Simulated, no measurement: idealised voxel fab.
process module | voxel fin reveal
cross-section cut | 230 nm wide | cells 5 nm
A cross-section is a grid of square cells, given in bands from the top down. A band is one or more rows of cells.
Each band's line starts with the height of the band's top and of its bottom, in nm. Then come its materials from left to right, each with its width in nm. One material with "throughout" fills the band from edge to edge. "air" is empty space.
Height 0 is the level under which the wafer as received is all one material. The lowest band goes on downwards, as in "0 down".
A width such as "30 to 40" changes by the same amount from each row of cells to the next, from the band's top row to its bottom row.
"no change" after a step means that no cell of the cross-section changed.
closed voids: empty space of 8 cells or more with no open way to the top, each as width x height at its distance from the left edge, in nm
after a step's settings: what the simulator itself notes on the step
overlay nm, on a step with a mask: how far to the right of its planned place the mask lay; to the left if negative
plan
1 op RECEIVE | material Si
2 op CONFORMAL_DEP | material SiN | thk nm 5
3 op MASKED_ETCH | tone cover | mask id FINS | width nm 15 | pitch nm 35 | etch materials SiN | depth nm 5 | overlay nm -15
4 op MASKED_ETCH | tone cover | mask id FINS | width nm 15 | pitch nm 35 | etch materials Si | depth nm 30 | overlay nm 0
5 op OXIDIZE | depth nm 5
6 op FILL_DEP | material SiO2 | thk nm 5
7 op CMP | height nm 5
8 op SELECTIVE_ETCH | etch materials SiO2 | depth nm 25
9 op STRIP | etch materials SiN
varied across the wafers: overlay nm of step 3. The plan shows the first wafer's value. All wafers start alike
first wafer as received, after step 1
  0 down: Si throughout
  closed voids: none
first wafer at the end, after step 9
  0 to -5: air 80 | Si 5 | air 30 | Si 5 | air 110
  -5 to -20: air 80 | Si 20 | air 15 | Si 20 | air 95
  -20 to -35: SiO2 80 | Si 20 | SiO2 15 | Si 20 | SiO2 95
  -35 down: Si throughout
  closed voids: none
last wafer at the end
  0 to -5: air 110 | Si 5 | air 30 | Si 5 | air 80
  -5 to -20: air 95 | Si 20 | air 15 | Si 20 | air 80
  -20 to -35: SiO2 95 | Si 20 | SiO2 15 | Si 20 | SiO2 80
  -35 down: Si throughout
  closed voids: none
each wafer at the end: cells of each material gained (+) or lost (-) since it was received, then its closed voids
overlay nm -15 | -272 Si | +114 SiO2 | closed voids: none
overlay nm -10 | -284 Si | +120 SiO2 | closed voids: none
overlay nm -5 | -296 Si | +126 SiO2 | closed voids: none
overlay nm 0 | -308 Si | +132 SiO2 | closed voids: none
overlay nm 5 | -296 Si | +126 SiO2 | closed voids: none
overlay nm 10 | -284 Si | +120 SiO2 | closed voids: none
overlay nm 15 | -272 Si | +114 SiO2 | closed voids: none
